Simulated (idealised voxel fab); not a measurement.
Presented below is a process module, voxel lift off.
Section cut is 280 nm wide and gridded with 5 nm square cells.
This document writes a cross-section as a grid whose cells are square, and gives it as bands, listed from the top down; one or more rows of cells form a band. In this notation a band is specified by the heights of its top and bottom, in that order and in nm, after which its materials appear from left to right, each paired with its width in nm. The word "all across" attached to a single material means that material fills the band from edge to edge; the word "blank" stands for empty space. Zero point of the height axis is 0; under it, received wafer = one material. Lowest band: continues down indefinitely, "0 -> down". The width entry "30 to 40" should be interpreted row by row: the top row of cells in the band takes the first number, the bottom row takes the second number, and the change between adjacent rows is uniform throughout. You'll sometimes find "no modifications" written for a step, and that's the way of saying that nowhere in the cross-section did a cell change during that step. Internal closed voids: empty space of 8 cells or more with no open way to the top, each as width x height at its distance from the left edge, in nm. Note: text after step settings on the step line = simulator remark on that step. "overlay nm" on a masked step: distance the mask lay right of its planned place, negative for left.

### Here's what the planned process steps look like
- 1: RECEIVE (material Si)
- 2: CONFORMAL_DEP (material SiN; thk nm 10)
- 3: PATTERN (tone open; mask id LINES; material resist; width nm 15; pitch nm 35; thk nm 25; overlay nm 0)
- 4: DIRECTIONAL_DEP (material Ru; thk nm 10)
- 5: STRIP (etch materials resist)
- 6: CONFORMAL_DEP (material SiO2; thk nm 5)

### The cross-section here shows the wafer as received, i.e. in its state after step 1
- 0 -> down: Si all across
- Internal closed voids: none

### Cross-section at module end, one run error; start and plan unchanged from above
- 25 -> 20: 85 of SiO2, then 5 of blank, then 30 of SiO2, then 5 of blank, then 30 of SiO2, then 5 of blank, then 30 of SiO2, then 5 of blank, then 85 of SiO2
- 20 -> 15: 80 of Ru, then 5 of SiO2, then 5 of blank, then 5 of SiO2, then 20 of Ru, then 5 of SiO2, then 5 of blank, then 5 of SiO2, then 20 of Ru, then 5 of SiO2, then 5 of blank, then 5 of SiO2, then 20 of Ru, then 5 of SiO2, then 5 of blank, then 5 of SiO2, then 80 of Ru
- 15 -> 10: 80 of Ru, then 15 of SiO2, then 20 of Ru, then 15 of SiO2, then 20 of Ru, then 15 of SiO2, then 20 of Ru, then 15 of SiO2, then 80 of Ru
- 10 -> 0: SiN all across
- 0 -> down: Si all across
- Internal closed voids: none
Which mistake was made when the wafer was run? planned and actual differ for step 3; actual: PATTERN (tone cover; mask id LINES; material resist; width nm 15; pitch nm 35; thk nm 25; overlay nm 0)
